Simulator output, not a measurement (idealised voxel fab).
process module | voxel double patterning
cross-section cut | 150 nm wide | cells 5 nm
A cross-section is a grid of square cells, given in bands from the top down. A band is one or more rows of cells.
Each band's line starts with the height of the band's top and of its bottom, in nm. Then come its materials from left to right, each with its width in nm. One material with "throughout" fills the band from edge to edge. "air" is empty space.
Height 0 is the level under which the wafer as received is all one material. The lowest band goes on downwards, as in "0 down".
A width such as "30 to 40" changes by the same amount from each row of cells to the next, from the band's top row to its bottom row.
"no change" after a step means that no cell of the cross-section changed.
closed voids: empty space of 8 cells or more with no open way to the top, each as width x height at its distance from the left edge, in nm
after a step's settings: what the simulator itself notes on the step
overlay nm, on a step with a mask: how far to the right of its planned place the mask lay; to the left if negative
plan
1 op RECEIVE | material Si
2 op CONFORMAL_DEP | material SiN | thk nm 5
3 op DIRECTIONAL_DEP | material SiO2 | thk nm 20
4 op DIRECTIONAL_DEP | material SiCN | thk nm 5
5 op DIRECTIONAL_DEP | material aC | thk nm 10
6 op PATTERN | tone open | mask id FIRST | material resist | width nm 15 | pitch nm 50 | thk nm 25 | overlay nm 0
7 op DIRECTIONAL_ETCH | etch materials aC | depth nm 10
8 op STRIP | etch materials resist
9 op DIRECTIONAL_ETCH | etch materials SiCN | depth nm 5
10 op STRIP | etch materials aC
11 op PATTERN | tone open | mask id SECOND | material resist | width nm 15 | pitch nm 50 | thk nm 15 | overlay nm 0
12 op DIRECTIONAL_ETCH | etch materials SiCN | depth nm 5
13 op STRIP | etch materials resist
14 op DIRECTIONAL_ETCH | etch materials SiO2 | depth nm 20
15 op STRIP | etch materials SiCN
first wafer, as planned
as received, after step 1
  0 down: Si throughout
  closed voids: none
after step 2
  5 to 0: SiN throughout
  below 0: unchanged
after step 3
  25 to 5: SiO2 throughout
  below 5: unchanged
after step 4
  30 to 25: SiCN throughout
  below 25: unchanged
after step 5
  40 to 30: aC throughout
  below 30: unchanged
after step 6
  65 to 40: resist 15 | air 15 | resist 35 | air 15 | resist 35 | air 15 | resist 20
  below 40: unchanged
after step 7
  55 to 40: resist 15 | air 15 | resist 35 | air 15 | resist 35 | air 15 | resist 20
  40 to 30: aC 15 | air 15 | aC 35 | air 15 | aC 35 | air 15 | aC 20
  below 30: unchanged
after step 8
  40 to 30: aC 15 | air 15 | aC 35 | air 15 | aC 35 | air 15 | aC 20
  below 30: unchanged
after step 9
  40 to 30: aC 15 | air 15 | aC 35 | air 15 | aC 35 | air 15 | aC 20
  30 to 25: SiCN 15 | air 15 | SiCN 35 | air 15 | SiCN 35 | air 15 | SiCN 20
  below 25: unchanged
after step 10
  30 to 25: SiCN 15 | air 15 | SiCN 35 | air 15 | SiCN 35 | air 15 | SiCN 20
  below 25: unchanged
after step 11
  45 to 30: resist 40 | air 15 | resist 35 | air 15 | resist 45
  30 to 25: SiCN 15 | resist 15 | SiCN 35 | resist 15 | SiCN 35 | resist 15 | SiCN 20
  below 25: unchanged
after step 12
  45 to 30: resist 40 | air 15 | resist 35 | air 15 | resist 45
  30 to 25: SiCN 15 | resist 15 | SiCN 10 | air 15 | SiCN 10 | resist 15 | SiCN 10 | air 15 | SiCN 10 | resist 15 | SiCN 20
  below 25: unchanged
after step 13
  30 to 25: SiCN 15 | air 15 | SiCN 10 | air 15 | SiCN 10 | air 15 | SiCN 10 | air 15 | SiCN 10 | air 15 | SiCN 20
  below 25: unchanged
after step 14
  30 to 25: SiCN 15 | air 15 | SiCN 10 | air 15 | SiCN 10 | air 15 | SiCN 10 | air 15 | SiCN 10 | air 15 | SiCN 20
  25 to 5: SiO2 15 | air 15 | SiO2 10 | air 15 | SiO2 10 | air 15 | SiO2 10 | air 15 | SiO2 10 | air 15 | SiO2 20
  below 5: unchanged
after step 15
  25 to 5: SiO2 15 | air 15 | SiO2 10 | air 15 | SiO2 10 | air 15 | SiO2 10 | air 15 | SiO2 10 | air 15 | SiO2 20
  below 5: unchanged
second wafer: like start, like plan, one mistake. Through step 1 it matches the first wafer
when step 2 should have ended: no change
when step 3 should have ended
  20 to 0: SiO2 throughout
  below 0: unchanged
when step 4 should have ended
  25 to 20: SiCN throughout
  below 20: unchanged
when step 5 should have ended
  35 to 25: aC throughout
  below 25: unchanged
when step 6 should have ended
  60 to 35: resist 15 | air 15 | resist 35 | air 15 | resist 35 | air 15 | resist 20
  below 35: unchanged
when step 7 should have ended
  50 to 35: resist 15 | air 15 | resist 35 | air 15 | resist 35 | air 15 | resist 20
  35 to 25: aC 15 | air 15 | aC 35 | air 15 | aC 35 | air 15 | aC 20
  below 25: unchanged
when step 8 should have ended
  35 to 25: aC 15 | air 15 | aC 35 | air 15 | aC 35 | air 15 | aC 20
  below 25: unchanged
when step 9 should have ended
  35 to 25: aC 15 | air 15 | aC 35 | air 15 | aC 35 | air 15 | aC 20
  25 to 20: SiCN 15 | air 15 | SiCN 35 | air 15 | SiCN 35 | air 15 | SiCN 20
  below 20: unchanged
when step 10 should have ended
  25 to 20: SiCN 15 | air 15 | SiCN 35 | air 15 | SiCN 35 | air 15 | SiCN 20
  below 20: unchanged
when step 11 should have ended
  40 to 25: resist 40 | air 15 | resist 35 | air 15 | resist 45
  25 to 20: SiCN 15 | resist 15 | SiCN 35 | resist 15 | SiCN 35 | resist 15 | SiCN 20
  below 20: unchanged
when step 12 should have ended
  40 to 25: resist 40 | air 15 | resist 35 | air 15 | resist 45
  25 to 20: SiCN 15 | resist 15 | SiCN 10 | air 15 | SiCN 10 | resist 15 | SiCN 10 | air 15 | SiCN 10 | resist 15 | SiCN 20
  below 20: unchanged
when step 13 should have ended
  25 to 20: SiCN 15 | air 15 | SiCN 10 | air 15 | SiCN 10 | air 15 | SiCN 10 | air 15 | SiCN 10 | air 15 | SiCN 20
  below 20: unchanged
when step 14 should have ended
  25 to 20: SiCN 15 | air 15 | SiCN 10 | air 15 | SiCN 10 | air 15 | SiCN 10 | air 15 | SiCN 10 | air 15 | SiCN 20
  20 to 0: SiO2 15 | air 15 | SiO2 10 | air 15 | SiO2 10 | air 15 | SiO2 10 | air 15 | SiO2 10 | air 15 | SiO2 20
  below 0: unchanged
when step 15 should have ended
  20 to 0: SiO2 15 | air 15 | SiO2 10 | air 15 | SiO2 10 | air 15 | SiO2 10 | air 15 | SiO2 10 | air 15 | SiO2 20
  below 0: unchanged
what went wrong: step 2 was left out
at the end the second wafer has, in cells: 30 fewer of SiN
